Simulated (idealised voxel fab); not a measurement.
Process module name: voxel wiring stack
Square cells of 5 nm make up the cross-section cut, whose width is 250 nm.
When this document writes out a cross-section, it uses a grid of square cells and lists it as bands, beginning at the top and moving down, with a band standing for one or more rows of cells.
The band entry comprises the height of the band's top followed by the height of its bottom, expressed in nm, and subsequently the band's materials from left to right, each stated together with its width in nm. Where a single material is marked with the word "throughout", that material fills the band from edge to edge. The word "empty" represents empty space.
Counting heights begins at 0, where everything beneath is, in the wafer as received, one material. The lowest band has no bottom; it goes on downwards, as "z 0 and below" shows.
A width given as "30 to 40" starts at the first number in the band's top row and ends at the second number in its bottom row, shifting by an equal amount at every step from row to row.
Given "same as before" for a step, no cell of the cross-section differs between before and after that step.
Look at "Sealed-off cavities" for the closed voids: empty spaces with no open path to the top, sized 8 cells or up. Each is width x height at distance, distance from the left edge, all nm.
Note: text after step settings on the step line = simulator remark on that step.
overlay nm: step with mask; distance mask lay right of planned place; negative value = left of planned place.
### Planned step list for the process
step 1: RECEIVE | material Si
step 2: CONFORMAL_DEP | material SiO2 | thk nm 15
step 3: CONFORMAL_DEP | material SiN | thk nm 5
step 4: DIRECTIONAL_DEP | material lowk | thk nm 20
step 5: MASKED_ETCH | tone open | mask id METAL_1 | width nm 20 | pitch nm 60 | etch materials lowk | depth nm 20 | overlay nm 0
step 6: MASKED_ETCH | tone open | mask id METAL_1 | width nm 30 | pitch nm 60 | etch materials SiN | depth nm 5 | overlay nm 0
step 7: CONFORMAL_DEP | material TiN | thk nm 5
step 8: FILL_DEP | material Cu | thk nm 10
step 9: CMP | height nm 40
step 10: CONFORMAL_DEP | material SiCN | thk nm 5
step 11: DIRECTIONAL_DEP | material lowk | thk nm 20
step 12: PATTERN | tone open | mask id PLUG_1 | material resist | width nm 15 | pitch nm 60 | thk nm 15 | overlay nm 0
step 13: DIRECTIONAL_ETCH | etch materials lowk | depth nm 20
step 14: DIRECTIONAL_ETCH | etch materials SiCN | depth nm 5
step 15: STRIP | etch materials resist
step 16: CONFORMAL_DEP | material TiN | thk nm 5
step 17: FILL_DEP | material Ru | thk nm 5
step 18: CMP | height nm 65
step 19: CONFORMAL_DEP | material SiN | thk nm 5
step 20: DIRECTIONAL_DEP | material SiO2 | thk nm 15
step 21: DIRECTIONAL_DEP | material aC | thk nm 15
step 22: PATTERN | tone open | mask id METAL_2 | material resist | width nm 30 | pitch nm 60 | thk nm 35 | overlay nm 0
step 23: DIRECTIONAL_ETCH | etch materials aC | depth nm 15
step 24: STRIP | etch materials resist
step 25: DIRECTIONAL_ETCH | etch materials SiO2 | depth nm 15
step 26: DIRECTIONAL_ETCH | etch materials SiN | depth nm 5
step 27: STRIP | etch materials aC
step 28: CONFORMAL_DEP | material TiN | thk nm 5
step 29: FILL_DEP | material Cu | thk nm 5
step 30: CMP | height nm 85
step 31: CONFORMAL_DEP | material SiN | thk nm 5
Wafer-to-wafer difference: width nm, step 5. Common start. Plan = first wafer's value.
### Received condition of the first of several wafers, sectioned: post-step 1
z 0 and below = Si throughout
Sealed-off cavities: none
### Wafer cross-section (first of several) - module end, post step 31 (last step)
z 90 to 85 = SiN throughout
z 85 to 70 = SiO2 50 nm  TiN 5 nm  Cu 20 nm  TiN 5 nm  SiO2 30 nm  TiN 5 nm  Cu 20 nm  TiN 5 nm  SiO2 30 nm  TiN 5 nm  Cu 20 nm  TiN 5 nm  SiO2 50 nm
z 70 to 65 = SiN 50 nm  TiN 30 nm  SiN 30 nm  TiN 30 nm  SiN 30 nm  TiN 30 nm  SiN 50 nm
z 65 to 45 = lowk 50 nm  TiN 5 nm  Ru 5 nm  TiN 5 nm  lowk 45 nm  TiN 5 nm  Ru 5 nm  TiN 5 nm  lowk 45 nm  TiN 5 nm  Ru 5 nm  TiN 5 nm  lowk 65 nm
z 45 to 40 = SiCN 50 nm  TiN 15 nm  SiCN 45 nm  TiN 15 nm  SiCN 45 nm  TiN 15 nm  SiCN 65 nm
z 40 to 20 = lowk 55 nm  TiN 5 nm  Cu 10 nm  TiN 5 nm  lowk 40 nm  TiN 5 nm  Cu 10 nm  TiN 5 nm  lowk 40 nm  TiN 5 nm  Cu 10 nm  TiN 5 nm  lowk 55 nm
z 20 to 15 = SiN 55 nm  TiN 20 nm  SiN 40 nm  TiN 20 nm  SiN 40 nm  TiN 20 nm  SiN 55 nm
z 15 to 0 = SiO2 throughout
z 0 and below = Si throughout
Sealed-off cavities: none
### At the end of the module, the last of several wafers in cross-section
z 90 to 85 = SiN throughout
z 85 to 70 = SiO2 50 nm  TiN 5 nm  Cu 20 nm  TiN 5 nm  SiO2 30 nm  TiN 5 nm  Cu 20 nm  TiN 5 nm  SiO2 30 nm  TiN 5 nm  Cu 20 nm  TiN 5 nm  SiO2 50 nm
z 70 to 65 = SiN 50 nm  TiN 30 nm  SiN 30 nm  TiN 30 nm  SiN 30 nm  TiN 30 nm  SiN 50 nm
z 65 to 45 = lowk 50 nm  TiN 5 nm  Ru 5 nm  TiN 5 nm  lowk 45 nm  TiN 5 nm  Ru 5 nm  TiN 5 nm  lowk 45 nm  TiN 5 nm  Ru 5 nm  TiN 5 nm  lowk 65 nm
z 45 to 40 = SiCN 50 nm  TiN 15 nm  SiCN 45 nm  TiN 15 nm  SiCN 45 nm  TiN 15 nm  SiCN 65 nm
z 40 to 25 = lowk 45 nm  TiN 5 nm  Cu 35 nm  TiN 5 nm  lowk 15 nm  TiN 5 nm  Cu 35 nm  TiN 5 nm  lowk 15 nm  TiN 5 nm  Cu 35 nm  TiN 5 nm  lowk 40 nm
z 25 to 20 = lowk 45 nm  TiN 10 nm  Cu 20 nm  TiN 15 nm  lowk 15 nm  TiN 10 nm  Cu 20 nm  TiN 15 nm  lowk 15 nm  TiN 10 nm  Cu 20 nm  TiN 15 nm  lowk 40 nm
z 20 to 15 = SiN 50 nm  TiN 30 nm  SiN 30 nm  TiN 30 nm  SiN 30 nm  TiN 30 nm  SiN 50 nm
z 15 to 0 = SiO2 throughout
z 0 and below = Si throughout
Sealed-off cavities: none
### Take any row and you have a wafer at the end of the module: how many cells of each material it has gained (+) or lost (-) since it was received, and then its closed voids
width nm 20, +60 Cu, +12 Ru, +41 SiCN, +120 SiN, +246 SiO2, +105 TiN, +316 lowk, Sealed-off cavities: none
width nm 25, +72 Cu, +12 Ru, +41 SiCN, +117 SiN, +246 SiO2, +108 TiN, +304 lowk, Sealed-off cavities: none
width nm 30, +84 Cu, +12 Ru, +41 SiCN, +114 SiN, +246 SiO2, +111 TiN, +292 lowk, Sealed-off cavities: none
width nm 35, +93 Cu, +12 Ru, +41 SiCN, +114 SiN, +246 SiO2, +114 TiN, +280 lowk, Sealed-off cavities: none
width nm 40, +102 Cu, +12 Ru, +41 SiCN, +114 SiN, +246 SiO2, +117 TiN, +268 lowk, Sealed-off cavities: none
width nm 45, +111 Cu, +12 Ru, +41 SiCN, +114 SiN, +246 SiO2, +120 TiN, +256 lowk, Sealed-off cavities: none
